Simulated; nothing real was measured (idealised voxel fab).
process module | voxel self aligned contacts
cross-section cut | 185 nm wide | cells 5 nm
A cross-section is a grid of square cells, given in bands from the top down. A band is one or more rows of cells.
Each band's line starts with the height of the band's top and of its bottom, in nm. Then come its materials from left to right, each with its width in nm. One material with "throughout" fills the band from edge to edge. "air" is empty space.
Height 0 is the level under which the wafer as received is all one material. The lowest band goes on downwards, as in "0 down".
A width such as "30 to 40" changes by the same amount from each row of cells to the next, from the band's top row to its bottom row.
"no change" after a step means that no cell of the cross-section changed.
closed voids: empty space of 8 cells or more with no open way to the top, each as width x height at its distance from the left edge, in nm
after a step's settings: what the simulator itself notes on the step
overlay nm, on a step with a mask: how far to the right of its planned place the mask lay; to the left if negative
plan
1 op RECEIVE | material Si
2 op OXIDIZE | depth nm 5
3 op DIRECTIONAL_DEP | material polySi | thk nm 25
4 op DIRECTIONAL_DEP | material SiN | thk nm 20
5 op MASKED_ETCH | tone cover | mask id GATE | width nm 35 | pitch nm 80 | etch materials SiN | depth nm 20 | overlay nm 0
6 op MASKED_ETCH | tone cover | mask id GATE | width nm 35 | pitch nm 80 | etch materials polySi | depth nm 25 | overlay nm 0
7 op CONFORMAL_DEP | material SiN | thk nm 10
8 op DIRECTIONAL_ETCH | etch materials SiN | depth nm 10
9 op FILL_DEP | material SiO2 | thk nm 20
10 op CMP | height nm 55
11 op PATTERN | tone open | mask id CONTACT | material resist | width nm 55 | thk nm 15 | overlay nm 0
12 op DIRECTIONAL_ETCH | etch materials SiO2 | depth nm 60
13 op STRIP | etch materials resist
14 op CONFORMAL_DEP | material TiN | thk nm 5
15 op FILL_DEP | material Ru | thk nm 10
16 op CMP | height nm 55
17 op CONFORMAL_DEP | material SiCN | thk nm 5
as received, after step 1
  0 down: Si throughout
  closed voids: none
a wafer at the end: this start, this plan, one mistake
  60 to 55: SiCN throughout
  55 to 45: Ru 60 to 20 | TiN 5 to 45 | SiO2 55 | TiN 5 to 45 | Ru 60 to 20
  45 to 25: Ru 20 | TiN 5 | SiN 55 | SiO2 25 | SiN 55 | TiN 5 | Ru 20
  25 to 0: Ru 20 | TiN 5 | SiN 10 | polySi 35 | SiN 10 | SiO2 25 | SiN 10 | polySi 35 | SiN 10 | TiN 5 | Ru 20
  0 to -5: TiN 25 | SiO2 135 | TiN 25
  -5 down: Si throughout
  closed voids: none
what went wrong: step 11 ran as: op PATTERN | tone cover | mask id CONTACT | material resist | width nm 55 | thk nm 15 | overlay nm 0
